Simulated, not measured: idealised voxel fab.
process module | voxel capacitor over wiring
cross-section cut | 190 nm wide | cells 5 nm
A cross-section is a grid of square cells, given in bands from the top down. A band is one or more rows of cells.
Each band's line starts with the height of the band's top and of its bottom, in nm. Then come its materials from left to right, each with its width in nm. One material with "throughout" fills the band from edge to edge. "air" is empty space.
Height 0 is the level under which the wafer as received is all one material. The lowest band goes on downwards, as in "0 down".
A width such as "30 to 40" changes by the same amount from each row of cells to the next, from the band's top row to its bottom row.
"no change" after a step means that no cell of the cross-section changed.
closed voids: empty space of 8 cells or more with no open way to the top, each as width x height at its distance from the left edge, in nm
after a step's settings: what the simulator itself notes on the step
overlay nm, on a step with a mask: how far to the right of its planned place the mask lay; to the left if negative
plan
1 op RECEIVE | material Si
2 op CONFORMAL_DEP | material SiO2 | thk nm 15
3 op DIRECTIONAL_DEP | material TiN | thk nm 5
4 op DIRECTIONAL_DEP | material Ru | thk nm 20
5 op DIRECTIONAL_DEP | material aC | thk nm 10
6 op PATTERN | tone cover | mask id METAL_1 | material resist | width nm 20 | pitch nm 70 | thk nm 25 | overlay nm 0
7 op DIRECTIONAL_ETCH | etch materials aC | depth nm 10
8 op STRIP | etch materials resist
9 op DIRECTIONAL_ETCH | etch materials Ru | depth nm 20
10 op DIRECTIONAL_ETCH | etch materials TiN | depth nm 5
11 op STRIP | etch materials aC
12 op CONFORMAL_DEP | material SiN | thk nm 5
13 op FILL_DEP | material SiO2 | thk nm 10
14 op CMP | height nm 40
15 op CONFORMAL_DEP | material SiCN | thk nm 5
16 op DIRECTIONAL_DEP | material lowk | thk nm 10
17 op MASKED_ETCH | tone open | mask id PLUG_1 | width nm 15 | etch materials lowk | depth nm 10 | overlay nm 0
18 op MASKED_ETCH | tone open | mask id PLUG_1 | width nm 15 | etch materials SiCN | depth nm 5 | overlay nm 0
19 op EPI | material Ru | thk nm 10
20 op EPI | material Ru | thk nm 5
21 op DIRECTIONAL_DEP | material TiN | thk nm 5
22 op DIRECTIONAL_DEP | material HfO2 | thk nm 5
23 op DIRECTIONAL_DEP | material TiN | thk nm 5
24 op DIRECTIONAL_DEP | material aC | thk nm 10
25 op PATTERN | tone cover | mask id UPPER_PLATE | material resist | width nm 55 | thk nm 30 | overlay nm 0
26 op DIRECTIONAL_ETCH | etch materials aC | depth nm 10
27 op STRIP | etch materials resist
28 op DIRECTIONAL_ETCH | etch materials TiN | depth nm 5
29 op DIRECTIONAL_ETCH | etch materials HfO2 | depth nm 5
30 op STRIP | etch materials aC
31 op MASKED_ETCH | tone cover | mask id LOWER_PLATE | width nm 65 | etch materials TiN | depth nm 5 | overlay nm 0
32 op FILL_DEP | material SiO2 | thk nm 15
33 op CMP | height nm 80
34 op PATTERN | tone open | mask id PLUG_2 | material resist | width nm 15 | thk nm 15 | overlay nm 0
35 op DIRECTIONAL_ETCH | etch materials SiO2 | depth nm 10
36 op STRIP | etch materials resist
37 op CONFORMAL_DEP | material TiN | thk nm 5
38 op FILL_DEP | material Cu | thk nm 5
39 op CMP | height nm 80
40 op CONFORMAL_DEP | material SiN | thk nm 5
as received, after step 1
  0 down: Si throughout
  closed voids: none
a wafer at the end: this start, this plan, one mistake
  85 to 80: SiN throughout
  80 to 75: Cu throughout
  75 to 65: Cu 50 | TiN 65 | Cu 75
  65 to 60: Cu 45 | TiN 10 | HfO2 55 | TiN 10 | Cu 70
  60 to 55: TiN throughout
  55 to 45: lowk 55 | Ru 15 | lowk 120
  45 to 40: SiCN 55 | Ru 15 | SiCN 120
  40 to 20: SiO2 45 | SiN 5 | Ru 20 | SiN 5 | SiO2 40 | SiN 5 | Ru 20 | SiN 5 | SiO2 45
  20 to 15: SiN 50 | TiN 20 | SiN 50 | TiN 20 | SiN 50
  15 to 0: SiO2 throughout
  0 down: Si throughout
  closed voids: none
what went wrong: step 36 ran as: op STRIP | etch materials SiO2
